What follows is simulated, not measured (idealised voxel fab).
process module | voxel spacer lines
cross-section cut | 220 nm wide | cells 5 nm
A cross-section is a grid of square cells, given in bands from the top down. A band is one or more rows of cells.
Each band's line starts with the height of the band's top and of its bottom, in nm. Then come its materials from left to right, each with its width in nm. One material with "throughout" fills the band from edge to edge. "air" is empty space.
Height 0 is the level under which the wafer as received is all one material. The lowest band goes on downwards, as in "0 down".
A width such as "30 to 40" changes by the same amount from each row of cells to the next, from the band's top row to its bottom row.
"no change" after a step means that no cell of the cross-section changed.
closed voids: empty space of 8 cells or more with no open way to the top, each as width x height at its distance from the left edge, in nm
after a step's settings: what the simulator itself notes on the step
overlay nm, on a step with a mask: how far to the right of its planned place the mask lay; to the left if negative
plan
1 op RECEIVE | material Si
2 op CONFORMAL_DEP | material Al2O3 | thk nm 5
3 op DIRECTIONAL_DEP | material TiN | thk nm 20
4 op DIRECTIONAL_DEP | material aC | thk nm 30
5 op PATTERN | tone cover | mask id MANDREL | material resist | width nm 15 | pitch nm 70 | thk nm 40 | overlay nm 0
6 op DIRECTIONAL_ETCH | etch materials aC | depth nm 30
7 op STRIP | etch materials resist
8 op CONFORMAL_DEP | material SiN | thk nm 15
9 op DIRECTIONAL_ETCH | etch materials SiN | depth nm 15
10 op STRIP | etch materials aC
11 op DIRECTIONAL_ETCH | etch materials TiN | depth nm 20
12 op STRIP | etch materials SiN
varied across the wafers: width nm of step 5. The plan shows the first wafer's value. All wafers start alike
first wafer as received, after step 1
  0 down: Si throughout
  closed voids: none
first wafer at the end, after step 12
  25 to 5: air 20 | TiN 15 | air 15 | TiN 15 | air 25 | TiN 15 | air 15 | TiN 15 | air 25 | TiN 15 | air 15 | TiN 15 | air 15
  5 to 0: Al2O3 throughout
  0 down: Si throughout
  closed voids: none
last wafer at the end
  25 to 5: air 10 | TiN 15 | air 35 | TiN 15 | air 5 | TiN 15 | air 35 | TiN 15 | air 5 | TiN 15 | air 35 | TiN 15 | air 5
  5 to 0: Al2O3 throughout
  0 down: Si throughout
  closed voids: none
each wafer at the end: cells of each material gained (+) or lost (-) since it was received, then its closed voids
width nm 15 | +44 Al2O3 | +72 TiN | closed voids: none
width nm 20 | +44 Al2O3 | +72 TiN | closed voids: none
width nm 25 | +44 Al2O3 | +72 TiN | closed voids: none
width nm 30 | +44 Al2O3 | +72 TiN | closed voids: none
width nm 35 | +44 Al2O3 | +72 TiN | closed voids: none
